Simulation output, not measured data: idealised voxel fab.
process module | voxel transistor to metal
Section shown: cut. Width: 200 nm. Cell size: 5 nm, square.
Square cells in a grid make up a cross-section in this document, and the grid is given as bands, listed from the top down, each one or more rows of cells.
Look at the band entry: it leads with the top's height and the bottom's height in nm. Then it lists the materials left to right, with a width in nm for each. The word "full width" on a single material says that material fills the band edge to edge. The word "air" is empty space.
It should be noted that heights are counted from 0, beneath which the wafer as supplied is of one material throughout, and that the lowest band possesses no lower boundary but continues downward, as written in "from 0 down".
Graded width ("30 to 40"): value in top row of band = first number; value in bottom row = second number; row-to-row change constant.
What does "stayed the same" mean for a step? It means no cell of the cross-section changed in that step.
Reported under the label "Non-vented voids" are the empty spaces having no open way to the top and comprising 8 cells or more; the notation for each is width x height at distance, in which the distance is measured from the left edge and all three values are in nm.
Past the settings on a step's line: simulator remark, on that step.
Steps that use a mask can have "overlay nm" on their line. It says how far the mask sat to the right of where it was meant to be. Negative means to the left.
Intended process steps:
1 op RECEIVE | material Si
2 op OXIDIZE | depth nm 5
3 op CONFORMAL_DEP | material SiN | thk nm 10
4 op DIRECTIONAL_DEP | material aC | thk nm 10
5 op PATTERN | tone cover | mask id ACTIVE | material resist | width nm 115 | thk nm 30 | overlay nm 0
6 op DIRECTIONAL_ETCH | etch materials aC | depth nm 10
7 op STRIP | etch materials resist
8 op DIRECTIONAL_ETCH | etch materials SiN | depth nm 10
9 op DIRECTIONAL_ETCH | etch materials SiO2 | depth nm 5
10 op DIRECTIONAL_ETCH | etch materials Si | depth nm 20
11 op STRIP | etch materials aC
12 op OXIDIZE | depth nm 5
13 op FILL_DEP | material SiO2 | thk nm 5
14 op CMP | height nm 10
15 op SELECTIVE_ETCH | etch materials SiO2 | depth nm 5
16 op STRIP | etch materials SiN
17 op SELECTIVE_ETCH | etch materials SiO2 | depth nm 5
18 op OXIDIZE | depth nm 5
19 op DIRECTIONAL_DEP | material polySi | thk nm 25
20 op DIRECTIONAL_DEP | material SiCN | thk nm 15
21 op PATTERN | tone cover | mask id GATE | material resist | width nm 35 | thk nm 15 | overlay nm 0
22 op DIRECTIONAL_ETCH | etch materials SiCN | depth nm 25
23 op DIRECTIONAL_ETCH | etch materials polySi | depth nm 35
24 op STRIP | etch materials resist
25 op CONFORMAL_DEP | material SiN | thk nm 5
26 op DIRECTIONAL_ETCH | etch materials SiN | depth nm 5
27 op DIRECTIONAL_ETCH | etch materials SiO2 | depth nm 5
28 op DIRECTIONAL_ETCH | etch materials Si | depth nm 10
29 op EPI | material pSi | thk nm 15
30 op FILL_DEP | material SiO2 | thk nm 10
31 op CMP | height nm 20
32 op STRIP | etch materials polySi
33 op SELECTIVE_ETCH | etch materials SiO2 | depth nm 5
34 op CONFORMAL_DEP | material HfO2 | thk nm 5
35 op CONFORMAL_DEP | material TiN | thk nm 5
36 op FILL_DEP | material W | thk nm 10
37 op CMP | height nm 15
38 op DIRECTIONAL_DEP | material SiO2 | thk nm 10
39 op MASKED_ETCH | tone open | mask id CONTACT | width nm 15 | pitch nm 80 | etch materials SiO2 | depth nm 30 | overlay nm 0
40 op CONFORMAL_DEP | material TiN | thk nm 5
41 op FILL_DEP | material Ru | thk nm 10
42 op CMP | height nm 25
43 op CONFORMAL_DEP | material SiN | thk nm 5
44 op DIRECTIONAL_DEP | material SiO2 | thk nm 20
45 op MASKED_ETCH | tone open | mask id METAL_1 | width nm 15 | pitch nm 80 | etch materials SiO2 | depth nm 20 | overlay nm 0
46 op MASKED_ETCH | tone open | mask id METAL_1 | width nm 15 | pitch nm 80 | etch materials SiN | depth nm 5 | overlay nm 0
47 op CONFORMAL_DEP | material TiN | thk nm 5
48 op FILL_DEP | material Cu | thk nm 5
49 op CMP | height nm 50
50 op EPI | material Ru | thk nm 5
51 op FILL_DEP | material SiCN | thk nm 5
Received-state cross-section, reflecting completion of step 1:
* from 0 down  Si full width
* Non-vented voids: none
Cross-section, first of two wafers, end of module, run as planned:
* from 60 to 55  SiCN full width
* from 55 to 50  45 nm SiCN; 25 nm Ru; 55 nm SiCN; 25 nm Ru; 50 nm SiCN
* from 50 to 30  50 nm SiO2; 5 nm TiN; 5 nm Cu; 5 nm TiN; 65 nm SiO2; 5 nm TiN; 5 nm Cu; 5 nm TiN; 55 nm SiO2
* from 30 to 25  50 nm SiN; 15 nm TiN; 65 nm SiN; 15 nm TiN; 55 nm SiN
* from 25 to 15  50 nm SiO2; 5 nm TiN; 5 nm Ru; 5 nm TiN; 65 nm SiO2; 5 nm TiN; 5 nm Ru; 5 nm TiN; 55 nm SiO2
* from 15 to 10  50 nm SiO2; 5 nm TiN; 5 nm Ru; 5 nm TiN; 10 nm SiO2; 5 nm SiN; 5 nm HfO2; 5 nm TiN; 15 nm W; 5 nm TiN; 5 nm HfO2; 5 nm SiN; 10 nm SiO2; 5 nm TiN; 5 nm Ru; 5 nm TiN; 55 nm SiO2
* from 10 to 5  50 nm SiO2; 15 nm TiN; 10 nm SiO2; 5 nm SiN; 5 nm HfO2; 5 nm TiN; 15 nm W; 5 nm TiN; 5 nm HfO2; 5 nm SiN; 10 nm SiO2; 15 nm TiN; 55 nm SiO2
* from 5 to 0  50 nm SiO2; 10 nm TiN; 15 nm pSi; 5 nm SiN; 5 nm HfO2; 5 nm TiN; 15 nm W; 5 nm TiN; 5 nm HfO2; 5 nm SiN; 15 nm pSi; 10 nm TiN; 55 nm SiO2
* from 0 to -5  35 nm SiO2; 5 nm SiN; 10 nm SiO2; 10 nm TiN; 15 nm pSi; 5 nm SiN; 5 nm HfO2; 25 nm TiN; 5 nm HfO2; 5 nm SiN; 15 nm pSi; 10 nm TiN; 10 nm SiO2; 5 nm SiN; 40 nm SiO2
* from -5 to -10  40 nm SiO2; 35 nm pSi; 45 nm HfO2; 35 nm pSi; 45 nm SiO2
* from -10 to -20  45 nm SiO2; 30 nm pSi; 45 nm Si; 30 nm pSi; 50 nm SiO2
* from -20 to -30  45 nm SiO2; 105 nm Si; 50 nm SiO2
* from -30 down  Si full width
* Non-vented voids: none
End of module, second wafer, cross-section. Started like the first, planned like the first, run with one mistake:
* from 60 to 55  SiCN full width
* from 55 to 50  45 nm SiCN; 25 nm Ru; 55 nm SiCN; 25 nm Ru; 50 nm SiCN
* from 50 to 30  50 nm SiO2; 5 nm TiN; 5 nm Cu; 5 nm TiN; 65 nm SiO2; 5 nm TiN; 5 nm Cu; 5 nm TiN; 55 nm SiO2
* from 30 to 25  50 nm SiN; 15 nm TiN; 65 nm SiN; 15 nm TiN; 55 nm SiN
* from 25 to 15  50 nm SiO2; 5 nm TiN; 5 nm Ru; 5 nm TiN; 65 nm SiO2; 5 nm TiN; 5 nm Ru; 5 nm TiN; 55 nm SiO2
* from 15 to 10  50 nm SiO2; 15 nm TiN; 10 nm SiO2; 5 nm SiN; 5 nm HfO2; 5 nm TiN; 15 nm W; 5 nm TiN; 5 nm HfO2; 5 nm SiN; 10 nm SiO2; 15 nm TiN; 55 nm SiO2
* from 10 to 5  50 nm SiO2; 10 nm TiN; 15 nm pSi; 5 nm SiN; 5 nm HfO2; 5 nm TiN; 15 nm W; 5 nm TiN; 5 nm HfO2; 5 nm SiN; 15 nm pSi; 10 nm TiN; 55 nm SiO2
* from 5 to 0  50 nm SiO2; 10 nm TiN; 15 nm pSi; 5 nm SiN; 5 nm HfO2; 25 nm TiN; 5 nm HfO2; 5 nm SiN; 15 nm pSi; 10 nm TiN; 55 nm SiO2
* from 0 to -5  40 nm SiO2; 35 nm pSi; 45 nm HfO2; 35 nm pSi; 45 nm SiO2
* from -5 to -15  45 nm SiO2; 30 nm pSi; 45 nm Si; 30 nm pSi; 50 nm SiO2
* from -15 to -30  45 nm SiO2; 105 nm Si; 50 nm SiO2
* from -30 down  Si full width
* Non-vented voids: none
Deviation from plan: transposition of steps 16 and 17 relative to the planned sequence
Once processing is complete, comparing cell counts shows that the second wafer has more or fewer of certain materials than the first: HfO2: 2 fewer; Ru: 2 fewer; Si: 21 more; SiN: 4 fewer; SiO2: 4 fewer; TiN: 6 fewer; W: 3 fewer
